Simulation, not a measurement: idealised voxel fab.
The document below concerns the process module designated voxel quadruple lines.
The width of the displayed cross-section, cut, is 215 nm; its cells are square, with a size of 5 nm.
Square cells in a grid make up a cross-section in this document, and the grid is given as bands, listed from the top down, each one or more rows of cells. Look at the band entry: it leads with the top's height and the bottom's height in nm. Then it lists the materials left to right, with a width in nm for each. The word "all across" on a single material says that material fills the band edge to edge. The word "air" is empty space. Convention: height 0 is the level below which the wafer, as received, is all one material. The lowest band does not terminate at the bottom but continues downward, represented as "z 0 and below". The two numbers in a width such as "30->40" mark its ends across the band: the first belongs to the top row of cells, the second to the bottom row, and from each row to the next the width moves by the same amount. Where a step carries "nothing was modified", the cross-section came out of it unchanged, cell for cell. You'll see "Completely enclosed voids" listing empty spaces that have no way open to the top, as long as they're 8 cells or more; the notation is width x height at distance, where the distance is from the left edge, and all of it is in nm. That trailing text on a step's line, after the settings, is the simulator's own remark on the step. The line of a step may include "overlay nm". On a step with a mask, this value is how far to the right of its planned place the mask lay. A negative value means the mask lay to the left. Everything after this point is organized in pairs: a cross-section before one process step, a cross-section after it that shows only as deep as the lowest changed band, and, under the pair, the intervening step with its settings. Because different runs of this module on the same starting wafer can supply different pairs, a pair continues from the pair above it only if its entry headed "Before processing" says so.

[Before processing]
> z 60 to 35 | aC all across
> z 35 to 20 | polySi all across
> z 20 to 5 | TiN all across
> z 5 to 0 | SiO2 all across
> z 0 and below | Si all across
> Completely enclosed voids: none

[State After Step]
> z 95 to 60 | 80 of air; 35 of resist; 100 of air
> Anything lower than 60 is untouched.
> Completely enclosed voids: none
Can you name the step between the two cross-sections above? It is PATTERN (tone cover; mask id MANDREL; material resist; width nm 35; thk nm 35; overlay nm -10)

Before processing: the state before this step is the cross-section shown after the step in the pair just above.

[State After Step]
> z 70 to 60 | 80 of air; 35 of resist; 100 of air
> z 60 to 35 | 80 of air; 35 of aC; 100 of air
> Anything lower than 35 is untouched.
> Completely enclosed voids: none
Can you name the step between the two cross-sections above? It is DIRECTIONAL_ETCH (etch materials aC; depth nm 25)

Before processing: the state before this step is the cross-section shown after the step in the pair just above.

[State After Step]
> z 60 to 35 | 80 of air; 35 of aC; 100 of air
> Anything lower than 35 is untouched.
> Completely enclosed voids: none
Can you name the step between the two cross-sections above? It is STRIP (etch materials resist)

Before processing: the state before this step is the cross-section shown after the step in the pair just above.

[State After Step]
> z 75 to 60 | 65 of air; 65 of SiO2; 85 of air
> z 60 to 50 | 65 of air; 15 of SiO2; 35 of aC; 15 of SiO2; 85 of air
> z 50 to 35 | 80 of SiO2; 35 of aC; 100 of SiO2
> Anything lower than 35 is untouched.
> Completely enclosed voids: none
Can you name the step between the two cross-sections above? It is CONFORMAL_DEP (material SiO2; thk nm 15)

Before processing: the state before this step is the cross-section shown after the step in the pair just above.

[State After Step]
> z 60 to 35 | 65 of air; 15 of SiO2; 35 of aC; 15 of SiO2; 85 of air
> Anything lower than 35 is untouched.
> Completely enclosed voids: none
Can you name the step between the two cross-sections above? It is DIRECTIONAL_ETCH (etch materials SiO2; depth nm 15)

Before processing: the state before this step is the cross-section shown after the step in the pair just above.

[State After Step]
> z 60 to 35 | 65 of air; 15 of SiO2; 35 of air; 15 of SiO2; 85 of air
> Anything lower than 35 is untouched.
> Completely enclosed voids: none
Can you name the step between the two cross-sections above? It is STRIP (etch materials aC)

Before processing: the state before this step is the cross-section shown after the step in the pair just above.

[State After Step]
> z 60 to 35 | 65 of air; 15 of SiO2; 35 of air; 15 of SiO2; 85 of air
> z 35 to 20 | 65 of air; 15 of polySi; 35 of air; 15 of polySi; 85 of air
> Anything lower than 20 is untouched.
> Completely enclosed voids: none
Can you name the step between the two cross-sections above? It is DIRECTIONAL_ETCH (etch materials polySi; depth nm 15)

Before processing: the state before this step is the cross-section shown after the step in the pair just above.

[State After Step]
> z 35 to 20 | 65 of air; 15 of polySi; 35 of air; 15 of polySi; 85 of air
> Anything lower than 20 is untouched.
> Completely enclosed voids: none
Can you name the step between the two cross-sections above? It is STRIP (etch materials SiO2)

Before processing: the state before this step is the cross-section shown after the step in the pair just above.

[State After Step]
> z 45 to 35 | 55 of air; 35 of SiCN; 15 of air; 35 of SiCN; 75 of air
> z 35 to 30 | 55 of air; 10 of SiCN; 15 of polySi; 10 of SiCN; 15 of air; 10 of SiCN; 15 of polySi; 10 of SiCN; 75 of air
> z 30 to 20 | 65 of SiCN; 15 of polySi; 35 of SiCN; 15 of polySi; 85 of SiCN
> Anything lower than 20 is untouched.
> Completely enclosed voids: none
Can you name the step between the two cross-sections above? It is CONFORMAL_DEP (material SiCN; thk nm 10)

Before processing: the state before this step is the cross-section shown after the step in the pair just above.

[State After Step]
> z 35 to 20 | 55 of air; 10 of SiCN; 15 of polySi; 10 of SiCN; 15 of air; 10 of SiCN; 15 of polySi; 10 of SiCN; 75 of air
> Anything lower than 20 is untouched.
> Completely enclosed voids: none
Can you name the step between the two cross-sections above? It is DIRECTIONAL_ETCH (etch materials SiCN; depth nm 10)

Before processing: the state before this step is the cross-section shown after the step in the pair just above.

[State After Step]
> z 35 to 20 | 55 of air; 10 of SiCN; 15 of air; 10 of SiCN; 15 of air; 10 of SiCN; 15 of air; 10 of SiCN; 75 of air
> Anything lower than 20 is untouched.
> Completely enclosed voids: none
Can you name the step between the two cross-sections above? It is STRIP (etch materials polySi)

Before processing: the state before this step is the cross-section shown after the step in the pair just above.

[State After Step]
> z 35 to 20 | 55 of air; 10 of SiCN; 15 of air; 10 of SiCN; 15 of air; 10 of SiCN; 15 of air; 10 of SiCN; 75 of air
> z 20 to 5 | 55 of air; 10 of TiN; 15 of air; 10 of TiN; 15 of air; 10 of TiN; 15 of air; 10 of TiN; 75 of air
> Anything lower than 5 is untouched.
> Completely enclosed voids: none
Can you name the step between the two cross-sections above? It is DIRECTIONAL_ETCH (etch materials TiN; depth nm 15)

Before processing: the state before this step is the cross-section shown after the step in the pair just above.

[State After Step]
> z 20 to 5 | 55 of air; 10 of TiN; 15 of air; 10 of TiN; 15 of air; 10 of TiN; 15 of air; 10 of TiN; 75 of air
> Anything lower than 5 is untouched.
> Completely enclosed voids: none
Can you name the step between the two cross-sections above? It is STRIP (etch materials SiCN)

Before processing: the state before this step is the cross-section shown after the step in the pair just above.

[State After Step]
> z 30 to 20 | lowk all across
> z 20 to 5 | 55 of lowk; 10 of TiN; 15 of lowk; 10 of TiN; 15 of lowk; 10 of TiN; 15 of lowk; 10 of TiN; 75 of lowk
> Anything lower than 5 is untouched.
> Completely enclosed voids: none
Can you name the step between the two cross-sections above? It is FILL_DEP (material lowk; thk nm 10)

Before processing: the state before this step is the cross-section shown after the step in the pair just above.

[State After Step]
> z 20 to 5 | 55 of lowk; 10 of TiN; 15 of lowk; 10 of TiN; 15 of lowk; 10 of TiN; 15 of lowk; 10 of TiN; 75 of lowk
> Anything lower than 5 is untouched.
> Completely enclosed voids: none
Can you name the step between the two cross-sections above? It is CMP (height nm 20)

[Before processing]
> z 5 to 0 | SiO2 all across
> z 0 and below | Si all across
> Completely enclosed voids: none

[State After Step]
> z 20 to 5 | lowk all across
> Anything lower than 5 is untouched.
> Completely enclosed voids: none
Can you name the step between the two cross-sections above? It is DIRECTIONAL_DEP (material lowk; thk nm 15)

Before processing: the state before this step is the cross-section shown after the step in the pair just above.

[State After Step]
> z 35 to 20 | polySi all across
> Anything lower than 20 is untouched.
> Completely enclosed voids: none
Can you name the step between the two cross-sections above? It is DIRECTIONAL_DEP (material polySi; thk nm 15)

Before processing: the state before this step is the cross-section shown after the step in the pair just above.

[State After Step]
> z 60 to 35 | aC all across
> Anything lower than 35 is untouched.
> Completely enclosed voids: none
Can you name the step between the two cross-sections above? It is DIRECTIONAL_DEP (material aC; thk nm 25)

Before processing: the state before this step is the cross-section shown after the step in the pair just above.

[State After Step]
> z 95 to 60 | 90 of air; 35 of resist; 90 of air
> Anything lower than 60 is untouched.
> Completely enclosed voids: none
Can you name the step between the two cross-sections above? It is PATTERN (tone cover; mask id MANDREL; material resist; width nm 35; thk nm 35; overlay nm 0)

Before processing: the state before this step is the cross-section shown after the step in the pair just above.

[State After Step]
> z 70 to 60 | 90 of air; 35 of resist; 90 of air
> z 60 to 35 | 90 of air; 35 of aC; 90 of air
> Anything lower than 35 is untouched.
> Completely enclosed voids: none
Can you name the step between the two cross-sections above? It is DIRECTIONAL_ETCH (etch materials aC; depth nm 25)

Before processing: the state before this step is the cross-section shown after the step in the pair just above.

[State After Step]
> z 60 to 35 | 90 of air; 35 of aC; 90 of air
> Anything lower than 35 is untouched.
> Completely enclosed voids: none
Can you name the step between the two cross-sections above? It is STRIP (etch materials resist)

Before processing: the state before this step is the cross-section shown after the step in the pair just above.

[State After Step]
> z 75 to 60 | 75 of air; 65 of SiO2; 75 of air
> z 60 to 50 | 75 of air; 15 of SiO2; 35 of aC; 15 of SiO2; 75 of air
> z 50 to 35 | 90 of SiO2; 35 of aC; 90 of SiO2
> Anything lower than 35 is untouched.
> Completely enclosed voids: none
Can you name the step between the two cross-sections above? It is CONFORMAL_DEP (material SiO2; thk nm 15)

Before processing: the state before this step is the cross-section shown after the step in the pair just above.

[State After Step]
> z 60 to 35 | 75 of air; 15 of SiO2; 35 of aC; 15 of SiO2; 75 of air
> Anything lower than 35 is untouched.
> Completely enclosed voids: none
Can you name the step between the two cross-sections above? It is DIRECTIONAL_ETCH (etch materials SiO2; depth nm 15)

Before processing: the state before this step is the cross-section shown after the step in the pair just above.

[State After Step]
> z 60 to 35 | 75 of air; 15 of SiO2; 35 of air; 15 of SiO2; 75 of air
> Anything lower than 35 is untouched.
> Completely enclosed voids: none
Can you name the step between the two cross-sections above? It is STRIP (etch materials aC)

Before processing: the state before this step is the cross-section shown after the step in the pair just above.

[State After Step]
> z 60 to 35 | 75 of air; 15 of SiO2; 35 of air; 15 of SiO2; 75 of air
> z 35 to 20 | 75 of air; 15 of polySi; 35 of air; 15 of polySi; 75 of air
> Anything lower than 20 is untouched.
> Completely enclosed voids: none
Can you name the step between the two cross-sections above? It is DIRECTIONAL_ETCH (etch materials polySi; depth nm 15)

Before processing: the state before this step is the cross-section shown after the step in the pair just above.

[State After Step]
> z 35 to 20 | 75 of air; 15 of polySi; 35 of air; 15 of polySi; 75 of air
> Anything lower than 20 is untouched.
> Completely enclosed voids: none
Can you name the step between the two cross-sections above? It is STRIP (etch materials SiO2)

Before processing: the state before this step is the cross-section shown after the step in the pair just above.

[State After Step]
> z 45 to 35 | 65 of air; 35 of SiCN; 15 of air; 35 of SiCN; 65 of air
> z 35 to 30 | 65 of air; 10 of SiCN; 15 of polySi; 10 of SiCN; 15 of air; 10 of SiCN; 15 of polySi; 10 of SiCN; 65 of air
> z 30 to 20 | 75 of SiCN; 15 of polySi; 35 of SiCN; 15 of polySi; 75 of SiCN
> Anything lower than 20 is untouched.
> Completely enclosed voids: none
Can you name the step between the two cross-sections above? It is CONFORMAL_DEP (material SiCN; thk nm 10)

Before processing: the state before this step is the cross-section shown after the step in the pair just above.

[State After Step]
> z 35 to 20 | 65 of air; 10 of SiCN; 15 of polySi; 10 of SiCN; 15 of air; 10 of SiCN; 15 of polySi; 10 of SiCN; 65 of air
> Anything lower than 20 is untouched.
> Completely enclosed voids: none
Can you name the step between the two cross-sections above? It is DIRECTIONAL_ETCH (etch materials SiCN; depth nm 10)

Before processing: the state before this step is the cross-section shown after the step in the pair just above.

[State After Step]
> z 35 to 20 | 65 of air; 10 of SiCN; 15 of air; 10 of SiCN; 15 of air; 10 of SiCN; 15 of air; 10 of SiCN; 65 of air
> Anything lower than 20 is untouched.
> Completely enclosed voids: none
Can you name the step between the two cross-sections above? It is STRIP (etch materials polySi)

Before processing: the state before this step is the cross-section shown after the step in the pair just above.

[State After Step]
> z 20 to 5 | lowk all across
> Anything lower than 5 is untouched.
> Completely enclosed voids: none
Can you name the step between the two cross-sections above? It is STRIP (etch materials SiCN)

Before processing: the state before this step is the cross-section shown after the step in the pair just above.

[State After Step]
> z 30 to 5 | lowk all across
> Anything lower than 5 is untouched.
> Completely enclosed voids: none
Can you name the step between the two cross-sections above? It is FILL_DEP (material lowk; thk nm 10)

Before processing: the state before this step is the cross-section shown after the step in the pair just above.

[State After Step]
> z 20 to 5 | lowk all across
> Anything lower than 5 is untouched.
> Completely enclosed voids: none
Can you name the step between the two cross-sections above? It is CMP (height nm 20)

[Before processing]
> z 60 to 35 | aC all across
> z 35 to 20 | polySi all across
> z 20 to 5 | TiN all across
> z 5 to 0 | SiO2 all across
> z 0 and below | Si all across
> Completely enclosed voids: none

[State After Step]
> z 95 to 60 | 90 of resist; 35 of air; 90 of resist
> Anything lower than 60 is untouched.
> Completely enclosed voids: none
Can you name the step between the two cross-sections above? It is PATTERN (tone open; mask id MANDREL; material resist; width nm 35; thk nm 35; overlay nm 0)

Before processing: the state before this step is the cross-section shown after the step in the pair just above.

[State After Step]
> z 70 to 60 | 90 of resist; 35 of air; 90 of resist
> z 60 to 35 | 90 of aC; 35 of air; 90 of aC
> Anything lower than 35 is untouched.
> Completely enclosed voids: none
Can you name the step between the two cross-sections above? It is DIRECTIONAL_ETCH (etch materials aC; depth nm 25)

Before processing: the state before this step is the cross-section shown after the step in the pair just above.

[State After Step]
> z 60 to 35 | 90 of aC; 35 of air; 90 of aC
> Anything lower than 35 is untouched.
> Completely enclosed voids: none
Can you name the step between the two cross-sections above? It is STRIP (etch materials resist)

Before processing: the state before this step is the cross-section shown after the step in the pair just above.

[State After Step]
> z 75 to 60 | 105 of SiO2; 5 of air; 105 of SiO2
> z 60 to 50 | 90 of aC; 15 of SiO2; 5 of air; 15 of SiO2; 90 of aC
> z 50 to 35 | 90 of aC; 35 of SiO2; 90 of aC
> Anything lower than 35 is untouched.
> Completely enclosed voids: none
Can you name the step between the two cross-sections above? It is CONFORMAL_DEP (material SiO2; thk nm 15)

Before processing: the state before this step is the cross-section shown after the step in the pair just above.

[State After Step]
> z 60 to 35 | 90 of aC; 15 of SiO2; 5 of air; 15 of SiO2; 90 of aC
> Anything lower than 35 is untouched.
> Completely enclosed voids: none
Can you name the step between the two cross-sections above? It is DIRECTIONAL_ETCH (etch materials SiO2; depth nm 15)

Before processing: the state before this step is the cross-section shown after the step in the pair just above.

[State After Step]
> z 60 to 35 | 90 of air; 15 of SiO2; 5 of air; 15 of SiO2; 90 of air
> Anything lower than 35 is untouched.
> Completely enclosed voids: none
Can you name the step between the two cross-sections above? It is STRIP (etch materials aC)

Before processing: the state before this step is the cross-section shown after the step in the pair just above.

[State After Step]
> z 60 to 35 | 90 of air; 15 of SiO2; 5 of air; 15 of SiO2; 90 of air
> z 35 to 20 | 90 of air; 15 of polySi; 5 of air; 15 of polySi; 90 of air
> Anything lower than 20 is untouched.
> Completely enclosed voids: none
Can you name the step between the two cross-sections above? It is DIRECTIONAL_ETCH (etch materials polySi; depth nm 15)

Before processing: the state before this step is the cross-section shown after the step in the pair just above.

[State After Step]
> z 35 to 20 | 90 of air; 15 of polySi; 5 of air; 15 of polySi; 90 of air
> Anything lower than 20 is untouched.
> Completely enclosed voids: none
Can you name the step between the two cross-sections above? It is STRIP (etch materials SiO2)

Before processing: the state before this step is the cross-section shown after the step in the pair just above.

[State After Step]
> z 45 to 35 | 80 of air; 55 of SiCN; 80 of air
> z 35 to 30 | 80 of air; 10 of SiCN; 15 of polySi; 5 of SiCN; 15 of polySi; 10 of SiCN; 80 of air
> z 30 to 20 | 90 of SiCN; 15 of polySi; 5 of SiCN; 15 of polySi; 90 of SiCN
> Anything lower than 20 is untouched.
> Completely enclosed voids: none
Can you name the step between the two cross-sections above? It is CONFORMAL_DEP (material SiCN; thk nm 10)

Before processing: the state before this step is the cross-section shown after the step in the pair just above.

[State After Step]
> z 35 to 20 | 80 of air; 10 of SiCN; 15 of polySi; 5 of SiCN; 15 of polySi; 10 of SiCN; 80 of air
> Anything lower than 20 is untouched.
> Completely enclosed voids: none
Can you name the step between the two cross-sections above? It is DIRECTIONAL_ETCH (etch materials SiCN; depth nm 10)

Before processing: the state before this step is the cross-section shown after the step in the pair just above.

[State After Step]
> z 35 to 20 | 80 of air; 10 of SiCN; 15 of air; 5 of SiCN; 15 of air; 10 of SiCN; 80 of air
> Anything lower than 20 is untouched.
> Completely enclosed voids: none
Can you name the step between the two cross-sections above? It is STRIP (etch materials polySi)

Before processing: the state before this step is the cross-section shown after the step in the pair just above.

[State After Step]
> z 35 to 20 | 80 of air; 10 of SiCN; 15 of air; 5 of SiCN; 15 of air; 10 of SiCN; 80 of air
> z 20 to 5 | 80 of air; 10 of TiN; 15 of air; 5 of TiN; 15 of air; 10 of TiN; 80 of air
> Anything lower than 5 is untouched.
> Completely enclosed voids: none
Can you name the step between the two cross-sections above? It is DIRECTIONAL_ETCH (etch materials TiN; depth nm 15)

Before processing: the state before this step is the cross-section shown after the step in the pair just above.

[State After Step]
> z 20 to 5 | 80 of air; 10 of TiN; 15 of air; 5 of TiN; 15 of air; 10 of TiN; 80 of air
> Anything lower than 5 is untouched.
> Completely enclosed voids: none
Can you name the step between the two cross-sections above? It is STRIP (etch materials SiCN)

Before processing: the state before this step is the cross-section shown after the step in the pair just above.

[State After Step]
> z 30 to 20 | lowk all across
> z 20 to 5 | 80 of lowk; 10 of TiN; 15 of lowk; 5 of TiN; 15 of lowk; 10 of TiN; 80 of lowk
> Anything lower than 5 is untouched.
> Completely enclosed voids: none
Can you name the step between the two cross-sections above? It is FILL_DEP (material lowk; thk nm 10)

Before processing: the state before this step is the cross-section shown after the step in the pair just above.

[State After Step]
> z 20 to 5 | 80 of lowk; 10 of TiN; 15 of lowk; 5 of TiN; 15 of lowk; 10 of TiN; 80 of lowk
> Anything lower than 5 is untouched.
> Completely enclosed voids: none
Can you name the step between the two cross-sections above? It is CMP (height nm 20)
